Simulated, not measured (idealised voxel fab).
Documented hereafter: the process module known as voxel fin reveal.
185 nm wide, 5 nm square cells: that's cross-section cut.
In this document a cross-section is written as a grid of square cells. It is given as a series of bands, listed from the top down, and a band is one or more rows of cells. What a band's entry tells you: where the top is and where the bottom is, as heights in nm, and after that what lies inside, material by material from left to right, each with its width in nm. Empty space is written as the word "blank", and a single material marked with the word "all across" occupies the band from edge to edge. The reference from which all heights are counted is 0, the level beneath which the as-received wafer is entirely one material; the lowest band, having no lower bound, proceeds downward and is written after the example "0 -> down". Think of "30..40" as a width that walks from the first number to the second as you go down the band, top row to bottom row, taking equal-sized steps from row to row. Any step labelled "remained the same" changed none of the cells in the cross-section. "Enclosed cavity list" means: voids of 8 cells or more that are shut off from the top with no open way through. Written width x height at distance, distance from the left edge, in nm. Note: text after step settings on the step line = simulator remark on that step. The line of a step may include "overlay nm". On a step with a mask, this value is how far to the right of its planned place the mask lay. A negative value means the mask lay to the left.
List of planned process steps
1) RECEIVE [material Si]
2) CONFORMAL_DEP [material SiN] [thk nm 5]
3) DIRECTIONAL_DEP [material aC] [thk nm 15]
4) PATTERN [tone cover] [mask id FINS] [material resist] [width nm 15] [pitch nm 45] [thk nm 35] [overlay nm 0]
5) DIRECTIONAL_ETCH [etch materials aC] [depth nm 15]
6) STRIP [etch materials resist]
7) DIRECTIONAL_ETCH [etch materials SiN] [depth nm 5]
8) DIRECTIONAL_ETCH [etch materials Si] [depth nm 35]
9) STRIP [etch materials aC]
10) OXIDIZE [depth nm 5]
11) FILL_DEP [material SiO2] [thk nm 10]
12) CMP [height nm 5]
13) SELECTIVE_ETCH [etch materials SiO2] [depth nm 20]
14) STRIP [etch materials SiN]
15) CONFORMAL_DEP [material SiO2] [thk nm 5]
What follows covers the first of two wafers; it ran as planned
Cross-section of the wafer at receipt, which is the condition after step 1
	0 -> down | Si all across
	Enclosed cavity list: none
Step 2 complete: cross-section through the wafer
	5 -> 0 | SiN all across
	Lower than 0, everything is as it was.
Step 3 complete: cross-section through the wafer
	20 -> 5 | aC all across
	Lower than 5, everything is as it was.
Step 4 complete: cross-section through the wafer
	55 -> 20 | blank 60 nm, then resist 15 nm, then blank 30 nm, then resist 15 nm, then blank 65 nm
	Lower than 20, everything is as it was.
Step 5 complete: cross-section through the wafer
	40 -> 20 | blank 60 nm, then resist 15 nm, then blank 30 nm, then resist 15 nm, then blank 65 nm
	20 -> 5 | blank 60 nm, then aC 15 nm, then blank 30 nm, then aC 15 nm, then blank 65 nm
	Lower than 5, everything is as it was.
Step 6 complete: cross-section through the wafer
	20 -> 5 | blank 60 nm, then aC 15 nm, then blank 30 nm, then aC 15 nm, then blank 65 nm
	Lower than 5, everything is as it was.
Step 7 complete: cross-section through the wafer
	20 -> 5 | blank 60 nm, then aC 15 nm, then blank 30 nm, then aC 15 nm, then blank 65 nm
	5 -> 0 | blank 60 nm, then SiN 15 nm, then blank 30 nm, then SiN 15 nm, then blank 65 nm
	Lower than 0, everything is as it was.
Step 8 complete: cross-section through the wafer
	20 -> 5 | blank 60 nm, then aC 15 nm, then blank 30 nm, then aC 15 nm, then blank 65 nm
	5 -> 0 | blank 60 nm, then SiN 15 nm, then blank 30 nm, then SiN 15 nm, then blank 65 nm
	0 -> -35 | blank 60 nm, then Si 15 nm, then blank 30 nm, then Si 15 nm, then blank 65 nm
	Lower than -35, everything is as it was.
Step 9 complete: cross-section through the wafer
	5 -> 0 | blank 60 nm, then SiN 15 nm, then blank 30 nm, then SiN 15 nm, then blank 65 nm
	Lower than 0, everything is as it was.
Step 10 complete: cross-section through the wafer
	5 -> 0 | blank 60 nm, then SiN 15 nm, then blank 30 nm, then SiN 15 nm, then blank 65 nm
	0 -> -35 | blank 60 nm, then SiO2 5 nm, then Si 5 nm, then SiO2 5 nm, then blank 30 nm, then SiO2 5 nm, then Si 5 nm, then SiO2 5 nm, then blank 65 nm
	-35 -> -40 | SiO2 65 nm, then Si 5 nm, then SiO2 40 nm, then Si 5 nm, then SiO2 70 nm
	Lower than -40, everything is as it was.
Step 11 complete: cross-section through the wafer
	15 -> 5 | SiO2 all across
	5 -> 0 | SiO2 60 nm, then SiN 15 nm, then SiO2 30 nm, then SiN 15 nm, then SiO2 65 nm
	0 -> -40 | SiO2 65 nm, then Si 5 nm, then SiO2 40 nm, then Si 5 nm, then SiO2 70 nm
	Lower than -40, everything is as it was.
Step 12 complete: cross-section through the wafer
	5 -> 0 | SiO2 60 nm, then SiN 15 nm, then SiO2 30 nm, then SiN 15 nm, then SiO2 65 nm
	Lower than 0, everything is as it was.
Step 13 complete: cross-section through the wafer
	5 -> 0 | blank 60 nm, then SiN 15 nm, then blank 30 nm, then SiN 15 nm, then blank 65 nm
	0 -> -15 | blank 65 nm, then Si 5 nm, then blank 40 nm, then Si 5 nm, then blank 70 nm
	Lower than -15, everything is as it was.
Step 14 complete: cross-section through the wafer
	0 -> -15 | blank 65 nm, then Si 5 nm, then blank 40 nm, then Si 5 nm, then blank 70 nm
	Lower than -15, everything is as it was.
Step 15 complete: cross-section through the wafer
	5 -> 0 | blank 60 nm, then SiO2 15 nm, then blank 30 nm, then SiO2 15 nm, then blank 65 nm
	0 -> -10 | blank 60 nm, then SiO2 5 nm, then Si 5 nm, then SiO2 5 nm, then blank 30 nm, then SiO2 5 nm, then Si 5 nm, then SiO2 5 nm, then blank 65 nm
	-10 -> -40 | SiO2 65 nm, then Si 5 nm, then SiO2 40 nm, then Si 5 nm, then SiO2 70 nm
	Lower than -40, everything is as it was.
Second of two: same start, same plan, one run error; steps up to and including 12 match the first
Planned end of step 13: second wafer, cross-section
	5 -> 0 | SiO2 60 nm, then blank 15 nm, then SiO2 30 nm, then blank 15 nm, then SiO2 65 nm
	Lower than 0, everything is as it was.
Planned end of step 14: second wafer, cross-section
	0 -> -15 | blank 65 nm, then Si 5 nm, then blank 40 nm, then Si 5 nm, then blank 70 nm
	-15 -> -20 | SiO2 40 nm, then blank 25 nm, then Si 5 nm, then blank 40 nm, then Si 5 nm, then blank 25 nm, then SiO2 45 nm
	Lower than -20, everything is as it was.
Planned end of step 15: second wafer, cross-section
	5 -> 0 | blank 60 nm, then SiO2 15 nm, then blank 30 nm, then SiO2 15 nm, then blank 65 nm
	0 -> -10 | blank 60 nm, then SiO2 5 nm, then Si 5 nm, then SiO2 5 nm, then blank 30 nm, then SiO2 5 nm, then Si 5 nm, then SiO2 5 nm, then blank 65 nm
	-10 -> -15 | SiO2 45 nm, then blank 15 nm, then SiO2 5 nm, then Si 5 nm, then SiO2 5 nm, then blank 30 nm, then SiO2 5 nm, then Si 5 nm, then SiO2 5 nm, then blank 15 nm, then SiO2 50 nm
	-15 -> -40 | SiO2 65 nm, then Si 5 nm, then SiO2 40 nm, then Si 5 nm, then SiO2 70 nm
	Lower than -40, everything is as it was.
Where did the run depart from the plan? mixed up steps 13 and 14 - ran each in the other's place
Final comparison by cell count, materials where the second wafer has more or fewer than the first: SiO2 -12
